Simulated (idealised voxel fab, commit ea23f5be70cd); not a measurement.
process module | voxel quadruple lines
cross-section cut | 155 nm wide | cells 5 nm
A cross-section is a grid of square cells, given in bands from the top down. A band is one or more rows of cells.
Each band's line starts with the height of the band's top and of its bottom, in nm. Then come its materials from left to right, each with its width in nm. One material with "throughout" fills the band from edge to edge. "air" is empty space.
Height 0 is the level under which the wafer as received is all one material. The lowest band goes on downwards, as in "0 down".
A width such as "30 to 40" changes by the same amount from each row of cells to the next, from the band's top row to its bottom row.
"no change" after a step means that no cell of the cross-section changed.
closed voids: empty space of 8 cells or more with no open way to the top, each as width x height at its distance from the left edge, in nm
after a step's settings: what the simulator itself notes on the step
overlay nm, on a step with a mask: how far to the right of its planned place the mask lay; to the left if negative
plan
1 op RECEIVE | material Si
2 op CONFORMAL_DEP | material SiO2 | thk nm 5
3 op DIRECTIONAL_DEP | material W | thk nm 10
4 op DIRECTIONAL_DEP | material polySi | thk nm 15
5 op DIRECTIONAL_DEP | material aC | thk nm 20
6 op PATTERN | tone cover | mask id MANDREL | material resist | width nm 35 | thk nm 30 | overlay nm 0
7 op DIRECTIONAL_ETCH | etch materials aC | depth nm 20
8 op STRIP | etch materials resist
9 op CONFORMAL_DEP | material SiO2 | thk nm 15
10 op DIRECTIONAL_ETCH | etch materials SiO2 | depth nm 15
11 op STRIP | etch materials aC
12 op DIRECTIONAL_ETCH | etch materials polySi | depth nm 15
13 op STRIP | etch materials SiO2
14 op CONFORMAL_DEP | material SiCN | thk nm 10
15 op DIRECTIONAL_ETCH | etch materials SiCN | depth nm 10
16 op STRIP | etch materials polySi
17 op DIRECTIONAL_ETCH | etch materials W | depth nm 10
18 op STRIP | etch materials SiCN
as received, after step 1
  0 down: Si throughout
  closed voids: none
a wafer at the end: this start, this plan, one mistake
  15 to 5: air 40 | W 5 | air 15 | W 5 | air 25 | W 5 | air 15 | W 5 | air 40
  5 to 0: SiO2 throughout
  0 down: Si throughout
  closed voids: none
what went wrong: step 14 ran as: op CONFORMAL_DEP | material SiCN | thk nm 5
